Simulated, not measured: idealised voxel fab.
process module | voxel fin reveal
cross-section cut | 210 nm wide | cells 5 nm
A cross-section is a grid of square cells, given in bands from the top down. A band is one or more rows of cells.
Each band's line starts with the height of the band's top and of its bottom, in nm. Then come its materials from left to right, each with its width in nm. One material with "throughout" fills the band from edge to edge. "air" is empty space.
Height 0 is the level under which the wafer as received is all one material. The lowest band goes on downwards, as in "0 down".
A width such as "30 to 40" changes by the same amount from each row of cells to the next, from the band's top row to its bottom row.
"no change" after a step means that no cell of the cross-section changed.
closed voids: empty space of 8 cells or more with no open way to the top, each as width x height at its distance from the left edge, in nm
after a step's settings: what the simulator itself notes on the step
overlay nm, on a step with a mask: how far to the right of its planned place the mask lay; to the left if negative
plan
1 op RECEIVE | material Si
2 op CONFORMAL_DEP | material SiN | thk nm 5
3 op PATTERN | tone cover | mask id FINS | material resist | width nm 15 | pitch nm 45 | thk nm 15 | overlay nm 0
4 op DIRECTIONAL_ETCH | etch materials SiN | depth nm 5
5 op DIRECTIONAL_ETCH | etch materials Si | depth nm 35
6 op STRIP | etch materials resist
7 op FILL_DEP | material SiO2 | thk nm 15
8 op CMP | height nm 5
9 op SELECTIVE_ETCH | etch materials SiO2 | depth nm 30
10 op STRIP | etch materials SiN
11 op CONFORMAL_DEP | material HfO2 | thk nm 5
as received, after step 1
  0 down: Si throughout
  closed voids: none
first wafer at the end, as planned
  5 to 0: air 45 | HfO2 25 | air 20 | HfO2 25 | air 20 | HfO2 25 | air 50
  0 to -20: air 45 | HfO2 5 | Si 15 | HfO2 5 | air 20 | HfO2 5 | Si 15 | HfO2 5 | air 20 | HfO2 5 | Si 15 | HfO2 5 | air 50
  -20 to -25: HfO2 50 | Si 15 | HfO2 30 | Si 15 | HfO2 30 | Si 15 | HfO2 55
  -25 to -35: SiO2 50 | Si 15 | SiO2 30 | Si 15 | SiO2 30 | Si 15 | SiO2 55
  -35 down: Si throughout
  closed voids: none
second wafer at the end: like start, like plan, one mistake
  5 to 0: air 45 | HfO2 30 | air 15 | HfO2 30 | air 15 | HfO2 30 | air 45
  0 to -20: air 45 | HfO2 5 | Si 20 | HfO2 5 | air 15 | HfO2 5 | Si 20 | HfO2 5 | air 15 | HfO2 5 | Si 20 | HfO2 5 | air 45
  -20 to -25: HfO2 50 | Si 20 | HfO2 25 | Si 20 | HfO2 25 | Si 20 | HfO2 50
  -25 to -35: SiO2 50 | Si 20 | SiO2 25 | Si 20 | SiO2 25 | Si 20 | SiO2 50
  -35 down: Si throughout
  closed voids: none
what went wrong: step 3 ran as: op PATTERN | tone cover | mask id FINS | material resist | width nm 20 | pitch nm 45 | thk nm 15 | overlay nm 0
at the end the second wafer has, in cells: 21 more of Si | 6 fewer of SiO2
